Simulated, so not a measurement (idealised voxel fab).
Documented hereafter: the process module known as voxel tone inversion.
Cross-section cut: width 200 nm, square cells of 5 nm.
For the purposes of this document, a cross-section shall be understood as a grid of square cells, specified as bands listed in top-to-bottom order, each band consisting of one or more rows of cells. Heads up on the band format: heights come first, top then bottom, in nm. After that it's the materials left to right, each with its width in nm. A single material flagged "throughout" fills the whole band edge to edge, and "air" means there's empty space there. Heights are reckoned from 0. Under this level, the received wafer is all of one material. The bottommost band is open-ended downward, for example "top 0, no bottom". So if you see something like "30..40" for the width, read it as the top row of the band sitting at the first number and the bottom row at the second, with every row in between moving by the same amount as the last. Take "remained the same" at face value: in the step it is given for, the cross-section changed in none of its cells. In the "Fully enclosed voids" entry, you get each enclosed empty space of 8 cells or more, one with no open way to the top, written width x height at distance, distance from the left edge, in nm. If you see something after the settings on a step's line, that's the simulator's own remark about that step. overlay nm, on a step with a mask: how far to the right of its planned place the mask lay; to the left if negative.
THE STEPS PLANNED FOR THE PROCESS ARE AS FOLLOWS
1: RECEIVE,material Si
2: CONFORMAL_DEP,material SiCN,thk nm 10
3: DIRECTIONAL_DEP,material polySi,thk nm 15
4: PATTERN,tone cover,mask id POSTS,material resist,width nm 25,pitch nm 55,thk nm 25,overlay nm 0
5: DIRECTIONAL_ETCH,etch materials polySi,depth nm 15
6: STRIP,etch materials resist
7: FILL_DEP,material lowk,thk nm 5
8: CMP,height nm 25
9: STRIP,etch materials polySi
10: CONFORMAL_DEP,material TiN,thk nm 5
11: FILL_DEP,material Ru,thk nm 10
12: CMP,height nm 25
13: CONFORMAL_DEP,material SiN,thk nm 5
INCOMING WAFER, CROSS-SECTIONAL VIEW, POST STEP 1
    top 0, no bottom: Si throughout
    Fully enclosed voids: none
WHAT THE WAFER LOOKS LIKE IN CROSS-SECTION AFTER THIS MODULE, WHEN IT STARTS AS SHOWN ABOVE AND FOLLOWS THE PLAN ABOVE BUT ONE MISTAKE IS MADE IN RUNNING IT
    top 30, bottom 25: SiN throughout
    top 25, bottom 15: lowk (40)  TiN (5)  Ru (15)  TiN (5)  lowk (30)  TiN (5)  Ru (15)  TiN (5)  lowk (30)  TiN (5)  Ru (15)  TiN (5)  lowk (25)
    top 15, bottom 10: lowk (40)  TiN (25)  lowk (30)  TiN (25)  lowk (30)  TiN (25)  lowk (25)
    top 10, bottom 0: SiCN throughout
    top 0, no bottom: Si throughout
    Fully enclosed voids: none
The mistake made against the process plan was this: it should be noted that step 4 was executed with settings other than those planned, the operation and settings actually applied being PATTERN,tone cover,mask id POSTS,material resist,width nm 25,pitch nm 55,thk nm 25,overlay nm 10
